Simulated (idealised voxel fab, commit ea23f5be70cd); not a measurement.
process module | voxel wiring stack
cross-section cut | 220 nm wide | cells 5 nm
A cross-section is a grid of square cells, given in bands from the top down. A band is one or more rows of cells.
Each band's line starts with the height of the band's top and of its bottom, in nm. Then come its materials from left to right, each with its width in nm. One material with "throughout" fills the band from edge to edge. "air" is empty space.
Height 0 is the level under which the wafer as received is all one material. The lowest band goes on downwards, as in "0 down".
A width such as "30 to 40" changes by the same amount from each row of cells to the next, from the band's top row to its bottom row.
"no change" after a step means that no cell of the cross-section changed.
closed voids: empty space of 8 cells or more with no open way to the top, each as width x height at its distance from the left edge, in nm
after a step's settings: what the simulator itself notes on the step
overlay nm, on a step with a mask: how far to the right of its planned place the mask lay; to the left if negative
plan
1 op RECEIVE | material Si
2 op CONFORMAL_DEP | material SiO2 | thk nm 15
3 op CONFORMAL_DEP | material SiN | thk nm 5
4 op DIRECTIONAL_DEP | material SiO2 | thk nm 25
5 op DIRECTIONAL_DEP | material aC | thk nm 15
6 op PATTERN | tone open | mask id METAL_1 | material resist | width nm 30 | pitch nm 50 | thk nm 35 | overlay nm 0
7 op DIRECTIONAL_ETCH | etch materials aC | depth nm 15
8 op STRIP | etch materials resist
9 op DIRECTIONAL_ETCH | etch materials SiO2 | depth nm 25
10 op DIRECTIONAL_ETCH | etch materials SiN | depth nm 5
11 op STRIP | etch materials aC
12 op CONFORMAL_DEP | material TiN | thk nm 5
13 op FILL_DEP | material W | thk nm 5
14 op CMP | height nm 45
15 op EPI | material Ru | thk nm 5
16 op FILL_DEP | material SiCN | thk nm 5
17 op DIRECTIONAL_DEP | material lowk | thk nm 35
18 op MASKED_ETCH | tone open | mask id METAL_2 | width nm 30 | pitch nm 50 | etch materials lowk | depth nm 20 | overlay nm 0
19 op MASKED_ETCH | tone open | mask id METAL_2_HOLES | width nm 15 | pitch nm 50 | etch materials lowk | depth nm 15 | overlay nm 0
20 op MASKED_ETCH | tone open | mask id METAL_2_HOLES | width nm 15 | pitch nm 50 | etch materials SiCN | depth nm 5 | overlay nm 0
21 op CONFORMAL_DEP | material TiN | thk nm 5
22 op FILL_DEP | material Cu | thk nm 10
23 op CMP | height nm 90
24 op CONFORMAL_DEP | material SiCN | thk nm 5
as received, after step 1
  0 down: Si throughout
  closed voids: none
first wafer at the end, as planned
  95 to 90: SiCN throughout
  90 to 75: lowk 20 | TiN 5 | Cu 20 | TiN 5 | lowk 20 | TiN 5 | Cu 20 | TiN 5 | lowk 20 | TiN 5 | Cu 20 | TiN 5 | lowk 20 | TiN 5 | Cu 20 | TiN 5 | lowk 20
  75 to 70: lowk 20 | TiN 5 | Cu 5 | TiN 20 | lowk 20 | TiN 5 | Cu 5 | TiN 20 | lowk 20 | TiN 5 | Cu 5 | TiN 20 | lowk 20 | TiN 5 | Cu 5 | TiN 20 | lowk 20
  70 to 55: lowk 20 | TiN 5 | Cu 5 | TiN 5 | lowk 35 | TiN 5 | Cu 5 | TiN 5 | lowk 35 | TiN 5 | Cu 5 | TiN 5 | lowk 35 | TiN 5 | Cu 5 | TiN 5 | lowk 35
  55 to 50: SiCN 20 | TiN 15 | SiCN 35 | TiN 15 | SiCN 35 | TiN 15 | SiCN 35 | TiN 15 | SiCN 35
  50 to 45: SiCN 15 | Ru 40 | SiCN 10 | Ru 40 | SiCN 10 | Ru 40 | SiCN 10 | Ru 40 | SiCN 15
  45 to 20: SiO2 20 | TiN 5 | W 20 | TiN 5 | SiO2 20 | TiN 5 | W 20 | TiN 5 | SiO2 20 | TiN 5 | W 20 | TiN 5 | SiO2 20 | TiN 5 | W 20 | TiN 5 | SiO2 20
  20 to 15: SiN 20 | TiN 30 | SiN 20 | TiN 30 | SiN 20 | TiN 30 | SiN 20 | TiN 30 | SiN 20
  15 to 0: SiO2 throughout
  0 down: Si throughout
  closed voids: none
second wafer at the end: like start, like plan, one mistake
  95 to 90: SiCN throughout
  90 to 80: lowk 15 | TiN 5 | Cu 25 | TiN 5 | lowk 15 | TiN 5 | Cu 25 | TiN 5 | lowk 15 | TiN 5 | Cu 25 | TiN 5 | lowk 15 | TiN 5 | Cu 25 | TiN 5 | lowk 20
  80 to 75: lowk 15 | TiN 10 | Cu 20 | TiN 5 | lowk 15 | TiN 10 | Cu 20 | TiN 5 | lowk 15 | TiN 10 | Cu 20 | TiN 5 | lowk 15 | TiN 10 | Cu 20 | TiN 5 | lowk 20
  75 to 70: lowk 20 | TiN 30 | lowk 20 | TiN 30 | lowk 20 | TiN 30 | lowk 20 | TiN 30 | lowk 20
  70 to 55: lowk 20 | TiN 10 | lowk 40 | TiN 10 | lowk 40 | TiN 10 | lowk 40 | TiN 10 | lowk 40
  55 to 50: SiCN 20 | TiN 10 | SiCN 40 | TiN 10 | SiCN 40 | TiN 10 | SiCN 40 | TiN 10 | SiCN 40
  50 to 45: SiCN 15 | Ru 40 | SiCN 10 | Ru 40 | SiCN 10 | Ru 40 | SiCN 10 | Ru 40 | SiCN 15
  45 to 20: SiO2 20 | TiN 5 | W 20 | TiN 5 | SiO2 20 | TiN 5 | W 20 | TiN 5 | SiO2 20 | TiN 5 | W 20 | TiN 5 | SiO2 20 | TiN 5 | W 20 | TiN 5 | SiO2 20
  20 to 15: SiN 20 | TiN 30 | SiN 20 | TiN 30 | SiN 20 | TiN 30 | SiN 20 | TiN 30 | SiN 20
  15 to 0: SiO2 throughout
  0 down: Si throughout
  closed voids: none
what went wrong: step 19 ran as: op MASKED_ETCH | tone open | mask id METAL_2_HOLES | width nm 15 | pitch nm 50 | etch materials lowk | depth nm 15 | overlay nm -5
at the end the second wafer has, in cells: 8 fewer of Cu | 4 more of SiCN | 4 more of TiN
